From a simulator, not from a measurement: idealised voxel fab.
process module | voxel capacitor over wiring
cross-section cut | 300 nm wide | cells 5 nm
A cross-section is a grid of square cells, given in bands from the top down. A band is one or more rows of cells.
Each band's line starts with the height of the band's top and of its bottom, in nm. Then come its materials from left to right, each with its width in nm. One material with "throughout" fills the band from edge to edge. "air" is empty space.
Height 0 is the level under which the wafer as received is all one material. The lowest band goes on downwards, as in "0 down".
A width such as "30 to 40" changes by the same amount from each row of cells to the next, from the band's top row to its bottom row.
"no change" after a step means that no cell of the cross-section changed.
closed voids: empty space of 8 cells or more with no open way to the top, each as width x height at its distance from the left edge, in nm
after a step's settings: what the simulator itself notes on the step
overlay nm, on a step with a mask: how far to the right of its planned place the mask lay; to the left if negative
plan
1 op RECEIVE | material Si
2 op CONFORMAL_DEP | material SiO2 | thk nm 10
3 op DIRECTIONAL_DEP | material TiN | thk nm 5
4 op DIRECTIONAL_DEP | material W | thk nm 25
5 op PATTERN | tone cover | mask id METAL_1 | material resist | width nm 20 | pitch nm 85 | thk nm 20 | overlay nm 0
6 op DIRECTIONAL_ETCH | etch materials W | depth nm 25
7 op DIRECTIONAL_ETCH | etch materials TiN | depth nm 5
8 op STRIP | etch materials resist
9 op FILL_DEP | material SiO2 | thk nm 10
10 op CMP | height nm 40
11 op CONFORMAL_DEP | material SiCN | thk nm 5
12 op DIRECTIONAL_DEP | material SiO2 | thk nm 20
13 op DIRECTIONAL_DEP | material aC | thk nm 15
14 op PATTERN | tone open | mask id PLUG_1 | material resist | width nm 15 | thk nm 35 | overlay nm 0
15 op DIRECTIONAL_ETCH | etch materials aC | depth nm 15
16 op STRIP | etch materials resist
17 op DIRECTIONAL_ETCH | etch materials SiO2 | depth nm 20
18 op DIRECTIONAL_ETCH | etch materials SiCN | depth nm 5
19 op STRIP | etch materials aC
20 op CONFORMAL_DEP | material TiN | thk nm 5
21 op FILL_DEP | material Cu | thk nm 10
22 op CMP | height nm 65
23 op DIRECTIONAL_DEP | material TiN | thk nm 10
24 op DIRECTIONAL_DEP | material Al2O3 | thk nm 5
25 op DIRECTIONAL_DEP | material TiN | thk nm 5
26 op DIRECTIONAL_DEP | material aC | thk nm 10
27 op PATTERN | tone cover | mask id UPPER_PLATE | material resist | width nm 70 | thk nm 30 | overlay nm 0
28 op DIRECTIONAL_ETCH | etch materials aC | depth nm 10
29 op STRIP | etch materials resist
30 op DIRECTIONAL_ETCH | etch materials TiN | depth nm 5
31 op DIRECTIONAL_ETCH | etch materials Al2O3 | depth nm 5
32 op STRIP | etch materials aC
33 op DIRECTIONAL_DEP | material aC | thk nm 10
34 op PATTERN | tone cover | mask id LOWER_PLATE | material resist | width nm 80 | thk nm 30 | overlay nm 0
35 op DIRECTIONAL_ETCH | etch materials aC | depth nm 10
36 op STRIP | etch materials resist
37 op DIRECTIONAL_ETCH | etch materials TiN | depth nm 10
38 op STRIP | etch materials aC
39 op FILL_DEP | material SiO2 | thk nm 20
40 op CMP | height nm 100
41 op PATTERN | tone open | mask id PLUG_2 | material resist | width nm 15 | thk nm 15 | overlay nm 0
42 op DIRECTIONAL_ETCH | etch materials SiO2 | depth nm 15
43 op STRIP | etch materials resist
44 op CONFORMAL_DEP | material TiN | thk nm 5
45 op FILL_DEP | material W | thk nm 10
46 op CMP | height nm 100
47 op CONFORMAL_DEP | material SiCN | thk nm 5
first wafer, as planned
as received, after step 1
  0 down: Si throughout
  closed voids: none
after step 2
  10 to 0: SiO2 throughout
  below 0: unchanged
after step 3
  15 to 10: TiN throughout
  below 10: unchanged
after step 4
  40 to 15: W throughout
  below 15: unchanged
after step 5
  60 to 40: air 95 | resist 20 | air 65 | resist 20 | air 100
  below 40: unchanged
after step 6
  60 to 40: air 95 | resist 20 | air 65 | resist 20 | air 100
  40 to 15: air 95 | W 20 | air 65 | W 20 | air 100
  below 15: unchanged
after step 7
  60 to 40: air 95 | resist 20 | air 65 | resist 20 | air 100
  40 to 15: air 95 | W 20 | air 65 | W 20 | air 100
  15 to 10: air 95 | TiN 20 | air 65 | TiN 20 | air 100
  below 10: unchanged
after step 8
  40 to 15: air 95 | W 20 | air 65 | W 20 | air 100
  below 15: unchanged
after step 9
  50 to 40: SiO2 throughout
  40 to 15: SiO2 95 | W 20 | SiO2 65 | W 20 | SiO2 100
  15 to 10: SiO2 95 | TiN 20 | SiO2 65 | TiN 20 | SiO2 100
  below 10: unchanged
after step 10
  40 to 15: SiO2 95 | W 20 | SiO2 65 | W 20 | SiO2 100
  below 15: unchanged
after step 11
  45 to 40: SiCN throughout
  below 40: unchanged
after step 12
  65 to 45: SiO2 throughout
  below 45: unchanged
after step 13
  80 to 65: aC throughout
  below 65: unchanged
after step 14
  115 to 80: resist 100 | air 15 | resist 185
  below 80: unchanged
after step 15
  100 to 80: resist 100 | air 15 | resist 185
  80 to 65: aC 100 | air 15 | aC 185
  below 65: unchanged
after step 16
  80 to 65: aC 100 | air 15 | aC 185
  below 65: unchanged
after step 17
  80 to 65: aC 100 | air 15 | aC 185
  65 to 45: SiO2 100 | air 15 | SiO2 185
  below 45: unchanged
after step 18
  80 to 65: aC 100 | air 15 | aC 185
  65 to 45: SiO2 100 | air 15 | SiO2 185
  45 to 40: SiCN 100 | air 15 | SiCN 185
  below 40: unchanged
after step 19
  65 to 45: SiO2 100 | air 15 | SiO2 185
  below 45: unchanged
after step 20
  70 to 65: TiN 105 | air 5 | TiN 190
  65 to 45: SiO2 100 | TiN 5 | air 5 | TiN 5 | SiO2 185
  45 to 40: SiCN 100 | TiN 15 | SiCN 185
  below 40: unchanged
after step 21
  80 to 70: Cu throughout
  70 to 65: TiN 105 | Cu 5 | TiN 190
  65 to 45: SiO2 100 | TiN 5 | Cu 5 | TiN 5 | SiO2 185
  below 45: unchanged
after step 22
  65 to 45: SiO2 100 | TiN 5 | Cu 5 | TiN 5 | SiO2 185
  below 45: unchanged
after step 23
  75 to 65: TiN throughout
  below 65: unchanged
after step 24
  80 to 75: Al2O3 throughout
  below 75: unchanged
after step 25
  85 to 80: TiN throughout
  below 80: unchanged
after step 26
  95 to 85: aC throughout
  below 85: unchanged
after step 27
  125 to 95: air 100 | resist 70 | air 130
  below 95: unchanged
after step 28
  115 to 95: air 100 | resist 70 | air 130
  95 to 85: air 100 | aC 70 | air 130
  below 85: unchanged
after step 29
  95 to 85: air 100 | aC 70 | air 130
  below 85: unchanged
after step 30
  95 to 85: air 100 | aC 70 | air 130
  85 to 80: air 100 | TiN 70 | air 130
  below 80: unchanged
after step 31
  95 to 85: air 100 | aC 70 | air 130
  85 to 80: air 100 | TiN 70 | air 130
  80 to 75: air 100 | Al2O3 70 | air 130
  below 75: unchanged
after step 32
  85 to 80: air 100 | TiN 70 | air 130
  below 80: unchanged
after step 33
  95 to 85: air 100 | aC 70 | air 130
  85 to 80: aC 100 | TiN 70 | aC 130
  80 to 75: aC 100 | Al2O3 70 | aC 130
  below 75: unchanged
after step 34
  125 to 95: air 95 | resist 80 | air 125
  95 to 85: air 95 | resist 5 | aC 70 | resist 5 | air 125
  below 85: unchanged
after step 35
  115 to 95: air 95 | resist 80 | air 125
  95 to 85: air 95 | resist 5 | aC 70 | resist 5 | air 125
  85 to 80: air 95 | aC 5 | TiN 70 | aC 5 | air 125
  80 to 75: air 95 | aC 5 | Al2O3 70 | aC 5 | air 125
  below 75: unchanged
after step 36
  95 to 85: air 100 | aC 70 | air 130
  below 85: unchanged
after step 37
  95 to 85: air 100 | aC 70 | air 130
  85 to 80: air 95 | aC 5 | TiN 70 | aC 5 | air 125
  80 to 75: air 95 | aC 5 | Al2O3 70 | aC 5 | air 125
  75 to 65: air 95 | TiN 80 | air 125
  below 65: unchanged
after step 38
  85 to 80: air 100 | TiN 70 | air 130
  80 to 75: air 100 | Al2O3 70 | air 130
  below 75: unchanged
after step 39
  105 to 85: SiO2 throughout
  85 to 80: SiO2 100 | TiN 70 | SiO2 130
  80 to 75: SiO2 100 | Al2O3 70 | SiO2 130
  75 to 65: SiO2 95 | TiN 80 | SiO2 125
  below 65: unchanged
after step 40
  100 to 85: SiO2 throughout
  below 85: unchanged
after step 41
  115 to 100: resist 110 | air 15 | resist 175
  below 100: unchanged
after step 42
  115 to 100: resist 110 | air 15 | resist 175
  100 to 85: SiO2 110 | air 15 | SiO2 175
  below 85: unchanged
after step 43
  100 to 85: SiO2 110 | air 15 | SiO2 175
  below 85: unchanged
after step 44
  105 to 100: TiN 115 | air 5 | TiN 180
  100 to 90: SiO2 110 | TiN 5 | air 5 | TiN 5 | SiO2 175
  90 to 80: SiO2 110 to 100 | TiN 15 to 70 | SiO2 175 to 130
  below 80: unchanged
after step 45
  115 to 105: W throughout
  105 to 100: TiN 115 | W 5 | TiN 180
  100 to 90: SiO2 110 | TiN 5 | W 5 | TiN 5 | SiO2 175
  below 90: unchanged
after step 46
  100 to 90: SiO2 110 | TiN 5 | W 5 | TiN 5 | SiO2 175
  below 90: unchanged
after step 47
  105 to 100: SiCN throughout
  below 100: unchanged
second wafer: like start, like plan, one mistake. Through step 33 it matches the first wafer
when step 34 should have ended
  125 to 95: air 95 | resist 85 | air 120
  95 to 85: air 95 | resist 5 | aC 70 | resist 10 | air 120
  below 85: unchanged
when step 35 should have ended
  115 to 95: air 95 | resist 85 | air 120
  95 to 85: air 95 | resist 5 | aC 70 | resist 10 | air 120
  85 to 80: air 95 | aC 5 | TiN 70 | aC 10 | air 120
  80 to 75: air 95 | aC 5 | Al2O3 70 | aC 10 | air 120
  below 75: unchanged
when step 36 should have ended
  95 to 85: air 100 | aC 70 | air 130
  below 85: unchanged
when step 37 should have ended
  95 to 85: air 100 | aC 70 | air 130
  85 to 80: air 95 | aC 5 | TiN 70 | aC 10 | air 120
  80 to 75: air 95 | aC 5 | Al2O3 70 | aC 10 | air 120
  75 to 65: air 95 | TiN 85 | air 120
  below 65: unchanged
when step 38 should have ended
  85 to 80: air 100 | TiN 70 | air 130
  80 to 75: air 100 | Al2O3 70 | air 130
  below 75: unchanged
when step 39 should have ended
  105 to 85: SiO2 throughout
  85 to 80: SiO2 100 | TiN 70 | SiO2 130
  80 to 75: SiO2 100 | Al2O3 70 | SiO2 130
  75 to 65: SiO2 95 | TiN 85 | SiO2 120
  below 65: unchanged
when step 40 should have ended
  100 to 85: SiO2 throughout
  below 85: unchanged
when step 41 should have ended
  115 to 100: resist 110 | air 15 | resist 175
  below 100: unchanged
when step 42 should have ended
  115 to 100: resist 110 | air 15 | resist 175
  100 to 85: SiO2 110 | air 15 | SiO2 175
  below 85: unchanged
when step 43 should have ended
  100 to 85: SiO2 110 | air 15 | SiO2 175
  below 85: unchanged
when step 44 should have ended
  105 to 100: TiN 115 | air 5 | TiN 180
  100 to 90: SiO2 110 | TiN 5 | air 5 | TiN 5 | SiO2 175
  90 to 80: SiO2 110 to 100 | TiN 15 to 70 | SiO2 175 to 130
  below 80: unchanged
when step 45 should have ended
  115 to 105: W throughout
  105 to 100: TiN 115 | W 5 | TiN 180
  100 to 90: SiO2 110 | TiN 5 | W 5 | TiN 5 | SiO2 175
  below 90: unchanged
when step 46 should have ended
  100 to 90: SiO2 110 | TiN 5 | W 5 | TiN 5 | SiO2 175
  below 90: unchanged
when step 47 should have ended
  105 to 100: SiCN throughout
  below 100: unchanged
what went wrong: step 34 ran as: op PATTERN | tone cover | mask id LOWER_PLATE | material resist | width nm 85 | thk nm 30 | overlay nm 0
at the end the second wafer has, in cells: 2 fewer of SiO2 | 2 more of TiN
